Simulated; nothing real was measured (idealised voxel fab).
Presented below is a process module, voxel ribs on slabs.
In the cross-section labelled cut, the width is 220 nm and each square cell is 5 nm.
In what follows, cross-sections appear as grids of square cells, described through bands that run from the top down, where every band is one or more rows of cells. Top, bottom (nm), then materials left to right with widths (nm); lone material tagged "edge to edge" fills the whole band edge to edge; "empty" = empty space. It should be noted that heights are counted from 0, beneath which the wafer as supplied is of one material throughout, and that the lowest band possesses no lower boundary but continues downward, as written in "0 down". You'd read "30 to 40" like this: the band's top row of cells is as wide as the first number, its bottom row is as wide as the second, and going down, every row changes width by the same amount as the row before did. Given "stayed the same" for a step, no cell of the cross-section differs between before and after that step. This entry, "Fully sealed cavities", enumerates those empty regions of no fewer than 8 cells that possess no open connection to the top. Each region is reported in the form width x height at distance, the distance being taken from the left edge, with all three quantities expressed in nm. Step line, after settings: the simulator's comment on this step. Steps that use a mask can have "overlay nm" on their line. It says how far the mask sat to the right of where it was meant to be. Negative means to the left.

[Below is the list of planned process steps]
1) RECEIVE (material Si)
2) DIRECTIONAL_DEP (material SiO2; thk nm 30)
3) DIRECTIONAL_DEP (material polySi; thk nm 15)
4) PATTERN (tone cover; mask id RIB; material resist; width nm 20; thk nm 15; overlay nm 0)
5) DIRECTIONAL_ETCH (etch materials polySi; depth nm 10)
6) STRIP (etch materials resist)
7) MASKED_ETCH (tone cover; mask id SLAB; width nm 70; etch materials polySi; depth nm 5; overlay nm 0)
8) FILL_DEP (material SiO2; thk nm 15)
9) CMP (height nm 55)
10) DIRECTIONAL_DEP (material TiN; thk nm 5)
11) DIRECTIONAL_DEP (material aC; thk nm 15)
12) PATTERN (tone cover; mask id HEATER; material resist; width nm 30; thk nm 35; overlay nm 0)
13) DIRECTIONAL_ETCH (etch materials aC; depth nm 15)
14) STRIP (etch materials resist)
15) DIRECTIONAL_ETCH (etch materials TiN; depth nm 5)
16) STRIP (etch materials aC)
17) CONFORMAL_DEP (material SiO2; thk nm 5)

[Shown in cross-section is the wafer as received, that is, as it stands after step 1]
    0 down: Si edge to edge
    Fully sealed cavities: none

[First of two wafers, end-of-module section, run followed plan]
    65 to 60: empty: 90 | SiO2: 40 | empty: 90
    60 to 55: SiO2: 95 | TiN: 30 | SiO2: 95
    55 to 45: SiO2 edge to edge
    45 to 35: SiO2: 100 | polySi: 20 | SiO2: 100
    35 to 30: SiO2: 75 | polySi: 70 | SiO2: 75
    30 to 0: SiO2 edge to edge
    0 down: Si edge to edge
    Fully sealed cavities: none

[Wafer two, end of module, cross-section. Same start, same plan as wafer one. One mistake in the run]
    75 to 70: empty: 90 | SiO2: 40 | empty: 90
    70 to 65: SiO2: 95 | TiN: 30 | SiO2: 95
    65 to 55: TiN edge to edge
    55 to 45: SiO2 edge to edge
    45 to 35: SiO2: 100 | polySi: 20 | SiO2: 100
    35 to 30: SiO2: 75 | polySi: 70 | SiO2: 75
    30 to 0: SiO2 edge to edge
    0 down: Si edge to edge
    Fully sealed cavities: none
Against the plan, the run slipped here: contrary to plan, step 10 was performed as DIRECTIONAL_DEP (material TiN; thk nm 15)
Final comparison by cell count, materials where the second wafer has more or fewer than the first: +88 TiN
